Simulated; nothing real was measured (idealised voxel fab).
process module | voxel released beams
cross-section cut | 295 nm wide | cells 5 nm
A cross-section is a grid of square cells, given in bands from the top down. A band is one or more rows of cells.
Each band's line starts with the height of the band's top and of its bottom, in nm. Then come its materials from left to right, each with its width in nm. One material with "throughout" fills the band from edge to edge. "air" is empty space.
Height 0 is the level under which the wafer as received is all one material. The lowest band goes on downwards, as in "0 down".
A width such as "30 to 40" changes by the same amount from each row of cells to the next, from the band's top row to its bottom row.
"no change" after a step means that no cell of the cross-section changed.
closed voids: empty space of 8 cells or more with no open way to the top, each as width x height at its distance from the left edge, in nm
after a step's settings: what the simulator itself notes on the step
overlay nm, on a step with a mask: how far to the right of its planned place the mask lay; to the left if negative
plan
1 op RECEIVE | material Si
2 op CONFORMAL_DEP | material Al2O3 | thk nm 10
3 op DIRECTIONAL_DEP | material SiO2 | thk nm 15
4 op PATTERN | tone open | mask id ANCHOR | material resist | width nm 35 | thk nm 20 | overlay nm 0
5 op DIRECTIONAL_ETCH | etch materials SiO2 | depth nm 15
6 op STRIP | etch materials resist
7 op CONFORMAL_DEP | material SiN | thk nm 15
8 op DIRECTIONAL_DEP | material aC | thk nm 15
9 op PATTERN | tone cover | mask id BEAM | material resist | width nm 115 | thk nm 30 | overlay nm 0
10 op DIRECTIONAL_ETCH | etch materials aC | depth nm 15
11 op STRIP | etch materials resist
12 op DIRECTIONAL_ETCH | etch materials SiN | depth nm 15
13 op STRIP | etch materials aC
14 op STRIP | etch materials SiO2
as received, after step 1
  0 down: Si throughout
  closed voids: none
a wafer at the end: this start, this plan, one mistake
  0 down: Si throughout
  closed voids: none
what went wrong: step 2 ran as: op CONFORMAL_DEP | material SiO2 | thk nm 10
